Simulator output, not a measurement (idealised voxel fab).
Presented below is a process module, voxel capacitor over wiring.
235 nm wide, 5 nm square cells: that's cross-section cut.
A cross-section in this document is a grid of square cells, and it is written down as bands, the top band listed before the ones below it; a band is made up of one or more rows of cells.
Band entry format. Leading values: height of top, height of bottom, nm. Remainder: materials in left-to-right order, each with its width in nm. Special words: "full width" on a single material, which then fills the band edge to edge; "empty", empty space.
Where do heights start? At 0: under that level the wafer as delivered is made of one material only. And the lowest band has no floor; it just carries on downward, as in "0 and below".
Width spec "30->40" -> top row of cells at first value, bottom row at second value, equal per-row change in between.
What does "changes: none" mean for a step? It means no cell of the cross-section changed in that step.
This entry, "Trapped voids", enumerates those empty regions of no fewer than 8 cells that possess no open connection to the top. Each region is reported in the form width x height at distance, the distance being taken from the left edge, with all three quantities expressed in nm.
If you see something after the settings on a step's line, that's the simulator's own remark about that step.
If you see "overlay nm" on a step's line and that step has a mask, it's telling you how far right of where it was planned the mask ended up; a negative number means it went left instead.

### This section lists the process steps that were planned
1: RECEIVE | material Si
2: CONFORMAL_DEP | material SiO2 | thk nm 10
3: CONFORMAL_DEP | material SiCN | thk nm 5
4: DIRECTIONAL_DEP | material lowk | thk nm 20
5: DIRECTIONAL_DEP | material aC | thk nm 15
6: PATTERN | tone open | mask id METAL_1 | material resist | width nm 30 | pitch nm 85 | thk nm 30 | overlay nm 0
7: DIRECTIONAL_ETCH | etch materials aC | depth nm 15
8: STRIP | etch materials resist
9: DIRECTIONAL_ETCH | etch materials lowk | depth nm 20
10: DIRECTIONAL_ETCH | etch materials SiCN | depth nm 5
11: STRIP | etch materials aC
12: CONFORMAL_DEP | material TiN | thk nm 5
13: FILL_DEP | material Ru | thk nm 10
14: CMP | height nm 35
15: CONFORMAL_DEP | material SiCN | thk nm 5
16: DIRECTIONAL_DEP | material lowk | thk nm 10
17: MASKED_ETCH | tone open | mask id PLUG_1 | width nm 15 | etch materials lowk | depth nm 10 | overlay nm 0
18: MASKED_ETCH | tone open | mask id PLUG_1 | width nm 15 | etch materials SiCN | depth nm 5 | overlay nm 0
19: EPI | material Ru | thk nm 10
20: EPI | material Ru | thk nm 5
21: DIRECTIONAL_DEP | material TiN | thk nm 10
22: DIRECTIONAL_DEP | material HfO2 | thk nm 5
23: DIRECTIONAL_DEP | material TiN | thk nm 5
24: PATTERN | tone cover | mask id UPPER_PLATE | material resist | width nm 60 | thk nm 15 | overlay nm 0
25: DIRECTIONAL_ETCH | etch materials TiN | depth nm 5
26: DIRECTIONAL_ETCH | etch materials HfO2 | depth nm 5
27: STRIP | etch materials resist
28: PATTERN | tone cover | mask id LOWER_PLATE | material resist | width nm 70 | thk nm 20 | overlay nm 0
29: DIRECTIONAL_ETCH | etch materials TiN | depth nm 10
30: STRIP | etch materials resist
31: FILL_DEP | material SiO2 | thk nm 20
32: CMP | height nm 85
33: DIRECTIONAL_DEP | material aC | thk nm 10
34: PATTERN | tone open | mask id PLUG_2 | material resist | width nm 15 | thk nm 30 | overlay nm 0
35: DIRECTIONAL_ETCH | etch materials aC | depth nm 10
36: STRIP | etch materials resist
37: DIRECTIONAL_ETCH | etch materials SiO2 | depth nm 15
38: STRIP | etch materials aC
39: CONFORMAL_DEP | material TiN | thk nm 5
40: FILL_DEP | material Cu | thk nm 5
41: CMP | height nm 85
42: CONFORMAL_DEP | material SiN | thk nm 5

### Incoming wafer in cross-section (state: after step 1)
* 0 and below = Si full width
* Trapped voids: none

### Cross-section, first of two wafers, end of module, run as planned
* 90 down to 85 = SiN full width
* 85 down to 75 = SiO2 85 | TiN 5 | Cu 5 | TiN 5 | SiO2 135
* 75 down to 65 = SiO2 85->75 | TiN 15->60 | SiO2 135->100
* 65 down to 60 = SiO2 75 | HfO2 60 | SiO2 100
* 60 down to 50 = SiO2 70 | TiN 70 | SiO2 95
* 50 down to 40 = lowk 75 | Ru 15 | lowk 145
* 40 down to 35 = SiCN 75 | Ru 15 | SiCN 145
* 35 down to 15 = lowk 60 | TiN 5 | Ru 20 | TiN 5 | lowk 55 | TiN 5 | Ru 20 | TiN 5 | lowk 60
* 15 down to 10 = SiCN 60 | TiN 30 | SiCN 55 | TiN 30 | SiCN 60
* 10 down to 0 = SiO2 full width
* 0 and below = Si full width
* Trapped voids: none

### The second wafer, shown in cross-section after the module: started the same way as the first and given the same plan, yet one mistake crept into how it was run
* 90 down to 85 = SiN full width
* 85 down to 75 = SiO2 85->75 | TiN 15->25 | SiO2 135
* 75 down to 70 = SiO2 75 | HfO2 25 | SiO2 135
* 70 down to 65 = SiO2 70 | TiN 65 | SiO2 100
* 65 down to 60 = SiO2 70 | TiN 30 | HfO2 35 | SiO2 100
* 60 down to 50 = SiO2 65 | Ru 35 | TiN 40 | SiO2 95
* 50 down to 40 = lowk 75 | Ru 15 | lowk 145
* 40 down to 35 = SiCN 75 | Ru 15 | SiCN 145
* 35 down to 15 = lowk 60 | TiN 5 | Ru 20 | TiN 5 | lowk 55 | TiN 5 | Ru 20 | TiN 5 | lowk 60
* 15 down to 10 = SiCN 60 | TiN 30 | SiCN 55 | TiN 30 | SiCN 60
* 10 down to 0 = SiO2 full width
* 0 and below = Si full width
* Trapped voids: none
Run error: step 19 from the plan got run twice
Cell-count delta at end, second wafer over first, by material: Cu -2; Ru +14; SiO2 -8; TiN -4
